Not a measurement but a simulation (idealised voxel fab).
process module | voxel spacer lines
cross-section cut | 200 nm wide | cells 5 nm
A cross-section is a grid of square cells, given in bands from the top down. A band is one or more rows of cells.
Each band's line starts with the height of the band's top and of its bottom, in nm. Then come its materials from left to right, each with its width in nm. One material with "throughout" fills the band from edge to edge. "air" is empty space.
Height 0 is the level under which the wafer as received is all one material. The lowest band goes on downwards, as in "0 down".
A width such as "30 to 40" changes by the same amount from each row of cells to the next, from the band's top row to its bottom row.
"no change" after a step means that no cell of the cross-section changed.
closed voids: empty space of 8 cells or more with no open way to the top, each as width x height at its distance from the left edge, in nm
after a step's settings: what the simulator itself notes on the step
overlay nm, on a step with a mask: how far to the right of its planned place the mask lay; to the left if negative
plan
1 op RECEIVE | material Si
2 op CONFORMAL_DEP | material Al2O3 | thk nm 5
3 op DIRECTIONAL_DEP | material TiN | thk nm 20
4 op DIRECTIONAL_DEP | material polySi | thk nm 20
5 op PATTERN | tone cover | mask id MANDREL | material resist | width nm 20 | pitch nm 70 | thk nm 25 | overlay nm 0
6 op DIRECTIONAL_ETCH | etch materials polySi | depth nm 20
7 op STRIP | etch materials resist
8 op CONFORMAL_DEP | material SiO2 | thk nm 15
9 op DIRECTIONAL_ETCH | etch materials SiO2 | depth nm 15
10 op STRIP | etch materials polySi
11 op DIRECTIONAL_ETCH | etch materials TiN | depth nm 20
12 op STRIP | etch materials SiO2
as received, after step 1
  0 down: Si throughout
  closed voids: none
a wafer at the end: this start, this plan, one mistake
  20 to 5: air 40 | TiN 15 | air 20 | TiN 15 | air 20 | TiN 15 | air 20 | TiN 15 | air 40
  5 to 0: Al2O3 throughout
  0 down: Si throughout
  closed voids: none
what went wrong: step 3 ran as: op DIRECTIONAL_DEP | material TiN | thk nm 15
